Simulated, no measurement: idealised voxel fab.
Process module under the name voxel self aligned vias
In the cross-section labelled cut, the width is 230 nm and each square cell is 5 nm.
The cross-sections in this document take the form of a grid made of square cells. They are written out as bands, in order from top to bottom. Each band consists of one or more rows of cells. It is stipulated that each band's entry specify, in nanometres, the height of the top of the band and then that of its bottom, followed by the materials of the band in left-to-right sequence, each together with its width in nanometres. A single material marked by the word "everywhere" is understood to fill the band from edge to edge; the word "air" is understood to denote empty space. Height 0 is the level under which the wafer as received is all one material. The lowest band goes on downwards, as in "top 0, no bottom". Per-row width for "30 to 40": begins at first number (top row of band), ends at second number (bottom row), increment between rows held constant. When a step is marked "changes: none", none of the cells in the cross-section changed during that step. "closed voids" - sealed voids, min. 8 cells, no opening to top; format: width x height at distance (distance from left edge; nm throughout). Where a step's line continues beyond its settings, the continuation is a remark by the simulator itself on that step. What "overlay nm" on a step's line means: if the step has a mask, that mask lay this far to the right of its planned place, or, when the value is negative, to the left.

-- Steps planned for the process
| 1 | RECEIVE: material Si |
| 2 | CONFORMAL_DEP: material SiO2, thk nm 10 |
| 3 | CONFORMAL_DEP: material SiCN, thk nm 5 |
| 4 | DIRECTIONAL_DEP: material SiO2, thk nm 30 |
| 5 | DIRECTIONAL_DEP: material aC, thk nm 10 |
| 6 | PATTERN: tone open, mask id LINES, material resist, width nm 20, pitch nm 55, thk nm 30, overlay nm 0 |
| 7 | DIRECTIONAL_ETCH: etch materials aC, depth nm 10 |
| 8 | STRIP: etch materials resist |
| 9 | DIRECTIONAL_ETCH: etch materials SiO2, depth nm 30 |
| 10 | STRIP: etch materials aC |
| 11 | CONFORMAL_DEP: material TiN, thk nm 5 |
| 12 | FILL_DEP: material Ru, thk nm 5 |
| 13 | CMP: height nm 45 |
| 14 | SELECTIVE_ETCH: etch materials W Ru TiN, depth nm 10 |
| 15 | FILL_DEP: material SiN, thk nm 10 |
| 16 | CMP: height nm 45 |
| 17 | DIRECTIONAL_DEP: material SiO2, thk nm 20 |
| 18 | PATTERN: tone open, mask id VIAS, material resist, width nm 40, pitch nm 110, thk nm 20, overlay nm 0 |
| 19 | DIRECTIONAL_ETCH: etch materials SiO2, depth nm 20 |
| 20 | DIRECTIONAL_ETCH: etch materials SiN, depth nm 10 |
| 21 | STRIP: etch materials resist |
| 22 | CONFORMAL_DEP: material TiN, thk nm 5 |
| 23 | FILL_DEP: material Cu, thk nm 10 |
| 24 | CMP: height nm 65 |
| 25 | CONFORMAL_DEP: material SiN, thk nm 5 |

-- Cross-section, incoming material, after step 1
* top 0, no bottom | Si everywhere
* closed voids: none

-- First of two wafers at the end of the module, shown in cross-section; run carried out as planned
* top 70, bottom 65 | SiN everywhere
* top 65, bottom 50 | 40 nm SiO2  5 nm TiN  30 nm Cu  5 nm TiN  70 nm SiO2  5 nm TiN  30 nm Cu  5 nm TiN  40 nm SiO2
* top 50, bottom 45 | 40 nm SiO2  15 nm TiN  10 nm Cu  15 nm TiN  70 nm SiO2  15 nm TiN  10 nm Cu  15 nm TiN  40 nm SiO2
* top 45, bottom 40 | 50 nm SiO2  5 nm TiN  10 nm Cu  5 nm TiN  35 nm SiO2  20 nm SiN  35 nm SiO2  5 nm TiN  10 nm Cu  5 nm TiN  50 nm SiO2
* top 40, bottom 35 | 50 nm SiO2  20 nm TiN  35 nm SiO2  20 nm SiN  35 nm SiO2  20 nm TiN  50 nm SiO2
* top 35, bottom 20 | 50 nm SiO2  5 nm TiN  10 nm Ru  5 nm TiN  35 nm SiO2  5 nm TiN  10 nm Ru  5 nm TiN  35 nm SiO2  5 nm TiN  10 nm Ru  5 nm TiN  50 nm SiO2
* top 20, bottom 15 | 50 nm SiO2  20 nm TiN  35 nm SiO2  20 nm TiN  35 nm SiO2  20 nm TiN  50 nm SiO2
* top 15, bottom 10 | SiCN everywhere
* top 10, bottom 0 | SiO2 everywhere
* top 0, no bottom | Si everywhere
* closed voids: none

-- End of module, second wafer, cross-section. Started like the first, planned like the first, run with one mistake
* top 70, bottom 65 | SiN everywhere
* top 65, bottom 50 | 40 nm SiO2  5 nm Ru  30 nm Cu  5 nm Ru  70 nm SiO2  5 nm Ru  30 nm Cu  5 nm Ru  40 nm SiO2
* top 50, bottom 45 | 40 nm SiO2  15 nm Ru  10 nm Cu  15 nm Ru  70 nm SiO2  15 nm Ru  10 nm Cu  15 nm Ru  40 nm SiO2
* top 45, bottom 40 | 50 nm SiO2  5 nm Ru  10 nm Cu  5 nm Ru  35 nm SiO2  20 nm SiN  35 nm SiO2  5 nm Ru  10 nm Cu  5 nm Ru  50 nm SiO2
* top 40, bottom 35 | 50 nm SiO2  20 nm Ru  35 nm SiO2  20 nm SiN  35 nm SiO2  20 nm Ru  50 nm SiO2
* top 35, bottom 20 | 50 nm SiO2  5 nm TiN  10 nm Ru  5 nm TiN  35 nm SiO2  5 nm TiN  10 nm Ru  5 nm TiN  35 nm SiO2  5 nm TiN  10 nm Ru  5 nm TiN  50 nm SiO2
* top 20, bottom 15 | 50 nm SiO2  20 nm TiN  35 nm SiO2  20 nm TiN  35 nm SiO2  20 nm TiN  50 nm SiO2
* top 15, bottom 10 | SiCN everywhere
* top 10, bottom 0 | SiO2 everywhere
* top 0, no bottom | Si everywhere
* closed voids: none
Diagnosis: step 22 did not use the planned setting and instead ran as CONFORMAL_DEP: material Ru, thk nm 5
Upon completion, the second wafer contains, in terms of cells, a greater or smaller amount of certain materials than the first wafer: Ru: 36 more, TiN: 36 fewer
